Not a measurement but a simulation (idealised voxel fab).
process module | voxel fin reveal
cross-section cut | 270 nm wide | cells 5 nm
A cross-section is a grid of square cells, given in bands from the top down. A band is one or more rows of cells.
Each band's line starts with the height of the band's top and of its bottom, in nm. Then come its materials from left to right, each with its width in nm. One material with "throughout" fills the band from edge to edge. "air" is empty space.
Height 0 is the level under which the wafer as received is all one material. The lowest band goes on downwards, as in "0 down".
A width such as "30 to 40" changes by the same amount from each row of cells to the next, from the band's top row to its bottom row.
"no change" after a step means that no cell of the cross-section changed.
closed voids: empty space of 8 cells or more with no open way to the top, each as width x height at its distance from the left edge, in nm
after a step's settings: what the simulator itself notes on the step
overlay nm, on a step with a mask: how far to the right of its planned place the mask lay; to the left if negative
plan
1 op RECEIVE | material Si
2 op CONFORMAL_DEP | material SiN | thk nm 5
3 op PATTERN | tone cover | mask id FINS | material resist | width nm 15 | pitch nm 35 | thk nm 20 | overlay nm 0
4 op DIRECTIONAL_ETCH | etch materials SiN | depth nm 5
5 op DIRECTIONAL_ETCH | etch materials Si | depth nm 35
6 op STRIP | etch materials resist
7 op OXIDIZE | depth nm 5
8 op FILL_DEP | material SiO2 | thk nm 15
9 op CMP | height nm 5
10 op SELECTIVE_ETCH | etch materials SiO2 | depth nm 20
11 op STRIP | etch materials SiN
12 op CONFORMAL_DEP | material SiO2 | thk nm 5
as received, after step 1
  0 down: Si throughout
  closed voids: none
a wafer at the end: this start, this plan, one mistake
  5 to 0: air 75 | SiO2 20 | air 15 | SiO2 20 | air 15 | SiO2 20 | air 15 | SiO2 20 | air 70
  0 to -10: air 75 | SiO2 5 | Si 10 | SiO2 5 | air 15 | SiO2 5 | Si 10 | SiO2 5 | air 15 | SiO2 5 | Si 10 | SiO2 5 | air 15 | SiO2 5 | Si 10 | SiO2 5 | air 70
  -10 to -40: SiO2 80 | Si 10 | SiO2 25 | Si 10 | SiO2 25 | Si 10 | SiO2 25 | Si 10 | SiO2 75
  -40 down: Si throughout
  closed voids: none
what went wrong: step 3 ran as: op PATTERN | tone cover | mask id FINS | material resist | width nm 20 | pitch nm 35 | thk nm 20 | overlay nm 0
